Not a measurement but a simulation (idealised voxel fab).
Module name: voxel ribs on slabs (process module)
It is cross-section cut that appears here, measuring 235 nm in width, its square cells being 5 nm in size.
A cross-section in this document is a grid of square cells, and it is written down as bands, the top band listed before the ones below it; a band is made up of one or more rows of cells. The entry gives the band's vertical extent as a top height and a bottom height in nm, then its horizontal make-up as materials from left to right, each with a width in nm. "blank" stands for empty space; a single material marked "all across" fills the band edge to edge. Height datum 0, below which the as-received substrate wafer is one material. Lowest band open at the bottom, running downward: "0 -> down". The width entry "30 to 40" should be interpreted row by row: the top row of cells in the band takes the first number, the bottom row takes the second number, and the change between adjacent rows is uniform throughout. Key: "all unchanged" - step with no changed cell in the cross-section. The entry titled "Sealed internal cavities" provides the empty spaces that have no open way to the top, restricted to those of 8 cells or more. Each is presented as width x height at distance, the distance being measured from the left edge, with all three in nm. Post-settings text on a step line: simulator's own remark regarding the step. A step's line can hold "overlay nm"; with a mask on that step, the setting says how far right of the planned place the mask lay, while a negative setting says it lay to the left.
Process steps foreseen in the plan
step 1: RECEIVE with material Si
step 2: DIRECTIONAL_DEP with material SiO2, thk nm 25
step 3: DIRECTIONAL_DEP with material polySi, thk nm 20
step 4: DIRECTIONAL_DEP with material aC, thk nm 10
step 5: PATTERN with tone cover, mask id RIB, material resist, width nm 30, thk nm 25, overlay nm 0
step 6: DIRECTIONAL_ETCH with etch materials aC, depth nm 10
step 7: STRIP with etch materials resist
step 8: DIRECTIONAL_ETCH with etch materials polySi, depth nm 10
step 9: STRIP with etch materials aC
step 10: MASKED_ETCH with tone cover, mask id SLAB, width nm 80, etch materials polySi, depth nm 10, overlay nm 0
step 11: FILL_DEP with material SiO2, thk nm 25
step 12: CMP with height nm 60
step 13: DIRECTIONAL_DEP with material TiN, thk nm 5
step 14: PATTERN with tone cover, mask id HEATER, material resist, width nm 40, thk nm 15, overlay nm 0
step 15: DIRECTIONAL_ETCH with etch materials TiN, depth nm 5
step 16: STRIP with etch materials resist
step 17: CONFORMAL_DEP with material SiO2, thk nm 5
first wafer, as planned
Shown in cross-section is the wafer as received, that is, as it stands after step 1
> 0 -> down  Si all across
> Sealed internal cavities: none
Wafer after step 2 (cross-section)
> 25 -> 0  SiO2 all across
> below 0: unchanged
Wafer after step 3 (cross-section)
> 45 -> 25  polySi all across
> below 25: unchanged
Wafer after step 4 (cross-section)
> 55 -> 45  aC all across
> below 45: unchanged
Wafer after step 5 (cross-section)
> 80 -> 55  blank (100)  resist (30)  blank (105)
> below 55: unchanged
Wafer after step 6 (cross-section)
> 70 -> 55  blank (100)  resist (30)  blank (105)
> 55 -> 45  blank (100)  aC (30)  blank (105)
> below 45: unchanged
Wafer after step 7 (cross-section)
> 55 -> 45  blank (100)  aC (30)  blank (105)
> below 45: unchanged
Wafer after step 8 (cross-section)
> 55 -> 45  blank (100)  aC (30)  blank (105)
> 45 -> 35  blank (100)  polySi (30)  blank (105)
> below 35: unchanged
Wafer after step 9 (cross-section)
> 45 -> 35  blank (100)  polySi (30)  blank (105)
> below 35: unchanged
Wafer after step 10 (cross-section)
> 45 -> 35  blank (100)  polySi (30)  blank (105)
> 35 -> 25  blank (75)  polySi (80)  blank (80)
> below 25: unchanged
Wafer after step 11 (cross-section)
> 70 -> 45  SiO2 all across
> 45 -> 35  SiO2 (100)  polySi (30)  SiO2 (105)
> 35 -> 25  SiO2 (75)  polySi (80)  SiO2 (80)
> below 25: unchanged
Wafer after step 12 (cross-section)
> 60 -> 45  SiO2 all across
> below 45: unchanged
Wafer after step 13 (cross-section)
> 65 -> 60  TiN all across
> below 60: unchanged
Wafer after step 14 (cross-section)
> 80 -> 65  blank (95)  resist (40)  blank (100)
> below 65: unchanged
Wafer after step 15 (cross-section)
> 80 -> 65  blank (95)  resist (40)  blank (100)
> 65 -> 60  blank (95)  TiN (40)  blank (100)
> below 60: unchanged
Wafer after step 16 (cross-section)
> 65 -> 60  blank (95)  TiN (40)  blank (100)
> below 60: unchanged
Wafer after step 17 (cross-section)
> 70 -> 65  blank (90)  SiO2 (50)  blank (95)
> 65 -> 60  SiO2 (95)  TiN (40)  SiO2 (100)
> below 60: unchanged
Wafer two of the pair: same origin, same plan, one error during the run; identical to wafer one up to and including step 2
Look at the second wafer in cross-section at the time step 3 ought to have finished
> 45 -> 25  TiN all across
> below 25: unchanged
Look at the second wafer in cross-section at the time step 4 ought to have finished
> 55 -> 45  aC all across
> below 45: unchanged
Look at the second wafer in cross-section at the time step 5 ought to have finished
> 80 -> 55  blank (100)  resist (30)  blank (105)
> below 55: unchanged
Look at the second wafer in cross-section at the time step 6 ought to have finished
> 70 -> 55  blank (100)  resist (30)  blank (105)
> 55 -> 45  blank (100)  aC (30)  blank (105)
> below 45: unchanged
Look at the second wafer in cross-section at the time step 7 ought to have finished
> 55 -> 45  blank (100)  aC (30)  blank (105)
> below 45: unchanged
Look at the second wafer in cross-section at the time step 8 ought to have finished: all unchanged
Look at the second wafer in cross-section at the time step 9 ought to have finished
> 45 -> 25  TiN all across
> below 25: unchanged
Look at the second wafer in cross-section at the time step 10 ought to have finished: all unchanged
Look at the second wafer in cross-section at the time step 11 ought to have finished
> 70 -> 45  SiO2 all across
> below 45: unchanged
Look at the second wafer in cross-section at the time step 12 ought to have finished
> 60 -> 45  SiO2 all across
> below 45: unchanged
Look at the second wafer in cross-section at the time step 13 ought to have finished
> 65 -> 60  TiN all across
> below 60: unchanged
Look at the second wafer in cross-section at the time step 14 ought to have finished
> 80 -> 65  blank (95)  resist (40)  blank (100)
> below 65: unchanged
Look at the second wafer in cross-section at the time step 15 ought to have finished
> 80 -> 65  blank (95)  resist (40)  blank (100)
> 65 -> 60  blank (95)  TiN (40)  blank (100)
> below 60: unchanged
Look at the second wafer in cross-section at the time step 16 ought to have finished
> 65 -> 60  blank (95)  TiN (40)  blank (100)
> below 60: unchanged
Look at the second wafer in cross-section at the time step 17 ought to have finished
> 70 -> 65  blank (90)  SiO2 (50)  blank (95)
> 65 -> 60  SiO2 (95)  TiN (40)  SiO2 (100)
> below 60: unchanged
Plan not followed: off-plan run, step 3, actual operation and settings DIRECTIONAL_DEP with material TiN, thk nm 20
Looking at both finished wafers in cells, the second ends up ahead of or behind the first on some materials: 144 fewer of SiO2 | 188 more of TiN | 44 fewer of polySi
